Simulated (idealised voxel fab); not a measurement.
This is a process module. Its name is voxel capacitor over wiring.
It is cross-section cut that appears here, measuring 240 nm in width, its square cells being 5 nm in size.
Cross-section = grid of square cells, listed top down in bands; band = one or more rows. Per band: top height and bottom height in nm, followed by the left-to-right materials and their widths in nm; "full width" marks a single material spanning edge to edge, "blank" marks empty space. The level at which height equals 0 is the one under which the wafer, as it arrives, is entirely one material. No lower edge exists for the bottom band, which continues downward and is notated as in "top 0, no bottom". When a width is written as two numbers, as in "30..40", the first number is the width in the top row of cells of the band and the second is the width in its bottom row, and the width changes by the same amount from each row to the next. When a step is marked "no modification", none of the cells in the cross-section changed during that step. If an empty space has no open way to the top and is at least 8 cells in size, "Closed void inventory" lists it, written width x height at distance, where distance is measured from the left edge and every value is in nm. Formally, on a step line, whatever follows the settings is a remark that the simulator itself makes on the step. You can add "overlay nm" to a step's line. For a step with a mask, it describes how far the mask lay to the right of its planned position, and a negative number describes a lay to the left.

### Set out below are the planned steps of the process
1: RECEIVE (material Si)
2: CONFORMAL_DEP (material SiO2; thk nm 15)
3: DIRECTIONAL_DEP (material TiN; thk nm 5)
4: DIRECTIONAL_DEP (material W; thk nm 15)
5: MASKED_ETCH (tone cover; mask id METAL_1; width nm 30; pitch nm 90; etch materials W; depth nm 15; overlay nm 0)
6: MASKED_ETCH (tone cover; mask id METAL_1; width nm 30; pitch nm 90; etch materials TiN; depth nm 5; overlay nm 0)
7: FILL_DEP (material SiO2; thk nm 10)
8: CMP (height nm 35)
9: CONFORMAL_DEP (material SiCN; thk nm 5)
10: DIRECTIONAL_DEP (material lowk; thk nm 20)
11: PATTERN (tone open; mask id PLUG_1; material resist; width nm 15; thk nm 20; overlay nm 0)
12: DIRECTIONAL_ETCH (etch materials lowk; depth nm 20)
13: DIRECTIONAL_ETCH (etch materials SiCN; depth nm 5)
14: STRIP (etch materials resist)
15: EPI (material Ru; thk nm 10)
16: EPI (material Ru; thk nm 10)
17: EPI (material Ru; thk nm 5)
18: DIRECTIONAL_DEP (material TiN; thk nm 5)
19: DIRECTIONAL_DEP (material SiN; thk nm 5)
20: DIRECTIONAL_DEP (material TiN; thk nm 10)
21: PATTERN (tone cover; mask id UPPER_PLATE; material resist; width nm 65; thk nm 15; overlay nm 0)
22: DIRECTIONAL_ETCH (etch materials TiN; depth nm 10)
23: DIRECTIONAL_ETCH (etch materials SiN; depth nm 5)
24: STRIP (etch materials resist)
25: MASKED_ETCH (tone cover; mask id LOWER_PLATE; width nm 75; etch materials TiN; depth nm 5; overlay nm 0)
26: FILL_DEP (material SiO2; thk nm 15)
27: CMP (height nm 90)
28: DIRECTIONAL_DEP (material aC; thk nm 10)
29: PATTERN (tone open; mask id PLUG_2; material resist; width nm 15; thk nm 25; overlay nm 0)
30: DIRECTIONAL_ETCH (etch materials aC; depth nm 10)
31: STRIP (etch materials resist)
32: DIRECTIONAL_ETCH (etch materials SiO2; depth nm 10)
33: STRIP (etch materials aC)
34: CONFORMAL_DEP (material TiN; thk nm 5)
35: FILL_DEP (material Ru; thk nm 5)
36: CMP (height nm 90)
37: CONFORMAL_DEP (material SiN; thk nm 5)

### Delivered wafer in cross-section: state after step 1
- top 0, no bottom = Si full width
- Closed void inventory: none

### The following cross-section depicts the wafer upon conclusion of the module. Processing commenced from the starting condition illustrated above and adhered to the plan illustrated above, save for one mistake in execution
- top 95, bottom 90 = SiN full width
- top 90, bottom 85 = 85 of SiO2; 5 of TiN; 5 of Ru; 5 of TiN; 140 of SiO2
- top 85, bottom 80 = 85 of SiO2; 15 of TiN; 140 of SiO2
- top 80, bottom 70 = 75 of SiO2; 25 of TiN; 140 of SiO2
- top 70, bottom 65 = 75 of SiO2; 25 of SiN; 40 of TiN; 100 of SiO2
- top 65, bottom 60 = 70 of SiO2; 70 of TiN; 100 of SiO2
- top 60, bottom 55 = 65 of SiO2; 35 of Ru; 40 of SiN; 100 of SiO2
- top 55, bottom 50 = 65 of SiO2; 35 of Ru; 45 of TiN; 95 of SiO2
- top 50, bottom 40 = 75 of lowk; 15 of Ru; 150 of lowk
- top 40, bottom 35 = 75 of SiCN; 15 of Ru; 150 of SiCN
- top 35, bottom 20 = 60 of SiO2; 30 of W; 60 of SiO2; 30 of W; 60 of SiO2
- top 20, bottom 15 = 60 of SiO2; 30 of TiN; 60 of SiO2; 30 of TiN; 60 of SiO2
- top 15, bottom 0 = SiO2 full width
- top 0, no bottom = Si full width
- Closed void inventory: none
Where did the run depart from the plan? not per plan at step 10, really ran DIRECTIONAL_DEP (material lowk; thk nm 10)
